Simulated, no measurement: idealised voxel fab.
Process module name: voxel local oxidation
Square cells of 5 nm make up the cross-section cut, whose width is 145 nm.
Heads up, the way a cross-section reads in here is a grid of square cells, handed over as bands from the top down, with every band being one or more rows of cells.
The band entry comprises the height of the band's top followed by the height of its bottom, expressed in nm, and subsequently the band's materials from left to right, each stated together with its width in nm. Where a single material is marked with the word "everywhere", that material fills the band from edge to edge. The word "empty" represents empty space.
The reference from which all heights are counted is 0, the level beneath which the as-received wafer is entirely one material; the lowest band, having no lower bound, proceeds downward and is written after the example "0 and below".
When a width is written as two numbers, as in "30->40", the first number is the width in the top row of cells of the band and the second is the width in its bottom row, and the width changes by the same amount from each row to the next.
"no modification", as given for a step, is the statement that not any cell of the cross-section underwent a change during that step.
"Sealed void inventory" lists enclosed empty spaces (at least 8 cells, no open path upward to the top), each as width x height at distance from the left edge, in nm.
What comes after the settings on a step's line is commentary from the simulator itself on that step.
The setting "overlay nm" may be written on the line of a step. When the step uses a mask, the value reports how far to the right of the planned place the mask lay, and a negative value reports that it lay to the left.
## Planned step list for the process
1,op RECEIVE | material Si
2,op OXIDIZE | depth nm 5
3,op CONFORMAL_DEP | material SiN | thk nm 10
4,op MASKED_ETCH | tone cover | mask id ACTIVE | width nm 100 | etch materials SiN | depth nm 10 | overlay nm 0
5,op SELECTIVE_ETCH | etch materials SiO2 | depth nm 5
6,op OXIDIZE | depth nm 15
7,op STRIP | etch materials SiN
All wafers enter the flow in the same state. The width nm at step 4 differs from wafer to wafer, and the plan gives the value for the first wafer.
## First of several wafers (as received, post step 1), cross-sectional view
	0 and below | Si everywhere
	Sealed void inventory: none
## Cross-sectional representation of the first of several wafers at the end of the module, i.e. after its terminal step, step 7
	0 down to -5 | 25 empty  90 SiO2  30 empty
	-5 down to -20 | 40 SiO2  60 Si  45 SiO2
	-20 and below | Si everywhere
	Sealed void inventory: none
## Module end, final wafer: cross-section
	0 down to -5 | 20 empty  105 SiO2  20 empty
	-5 down to -20 | 35 SiO2  75 Si  35 SiO2
	-20 and below | Si everywhere
	Sealed void inventory: none
## Gained (+) or lost (-) cells of each material since receipt, then closed voids: one row per wafer, at the end of the module
width nm 100, -80 Si, +69 SiO2, Sealed void inventory: none
width nm 105, -77 Si, +67 SiO2, Sealed void inventory: none
width nm 110, -74 Si, +65 SiO2, Sealed void inventory: none
width nm 115, -71 Si, +63 SiO2, Sealed void inventory: none
